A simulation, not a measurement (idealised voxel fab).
process module | voxel self aligned vias
cross-section cut | 180 nm wide | cells 5 nm
A cross-section is a grid of square cells, given in bands from the top down. A band is one or more rows of cells.
Each band's line starts with the height of the band's top and of its bottom, in nm. Then come its materials from left to right, each with its width in nm. One material with "throughout" fills the band from edge to edge. "air" is empty space.
Height 0 is the level under which the wafer as received is all one material. The lowest band goes on downwards, as in "0 down".
A width such as "30 to 40" changes by the same amount from each row of cells to the next, from the band's top row to its bottom row.
"no change" after a step means that no cell of the cross-section changed.
closed voids: empty space of 8 cells or more with no open way to the top, each as width x height at its distance from the left edge, in nm
after a step's settings: what the simulator itself notes on the step
overlay nm, on a step with a mask: how far to the right of its planned place the mask lay; to the left if negative
plan
1 op RECEIVE | material Si
2 op CONFORMAL_DEP | material SiO2 | thk nm 10
3 op CONFORMAL_DEP | material SiCN | thk nm 5
4 op DIRECTIONAL_DEP | material lowk | thk nm 25
5 op DIRECTIONAL_DEP | material aC | thk nm 15
6 op PATTERN | tone open | mask id LINES | material resist | width nm 30 | pitch nm 55 | thk nm 30 | overlay nm 0
7 op DIRECTIONAL_ETCH | etch materials aC | depth nm 15
8 op STRIP | etch materials resist
9 op DIRECTIONAL_ETCH | etch materials lowk | depth nm 25
10 op STRIP | etch materials aC
11 op CONFORMAL_DEP | material TiN | thk nm 5
12 op FILL_DEP | material Ru | thk nm 5
13 op CMP | height nm 40
14 op SELECTIVE_ETCH | etch materials W Ru TiN | depth nm 10
15 op FILL_DEP | material SiN | thk nm 5
16 op CMP | height nm 40
17 op DIRECTIONAL_DEP | material lowk | thk nm 20
18 op DIRECTIONAL_DEP | material aC | thk nm 10
19 op PATTERN | tone open | mask id VIAS | material resist | width nm 40 | pitch nm 55 | thk nm 30 | overlay nm 0
20 op DIRECTIONAL_ETCH | etch materials aC | depth nm 10
21 op STRIP | etch materials resist
22 op DIRECTIONAL_ETCH | etch materials lowk | depth nm 20
23 op DIRECTIONAL_ETCH | etch materials SiN | depth nm 10
24 op STRIP | etch materials aC
25 op CONFORMAL_DEP | material TiN | thk nm 5
26 op FILL_DEP | material Cu | thk nm 5
27 op CMP | height nm 60
28 op CONFORMAL_DEP | material SiCN | thk nm 5
as received, after step 1
  0 down: Si throughout
  closed voids: none
a wafer at the end: this start, this plan, one mistake
  65 to 60: SiCN throughout
  60 to 45: lowk 40 | TiN 5 | Cu 30 | TiN 5 | lowk 15 | TiN 5 | Cu 30 | TiN 5 | lowk 45
  45 to 40: lowk 40 | TiN 40 | lowk 15 | TiN 40 | lowk 45
  40 to 35: SiCN throughout
  35 to 10: lowk throughout
  10 to 0: SiO2 throughout
  0 down: Si throughout
  closed voids: none
what went wrong: steps 3 and 4 were swapped
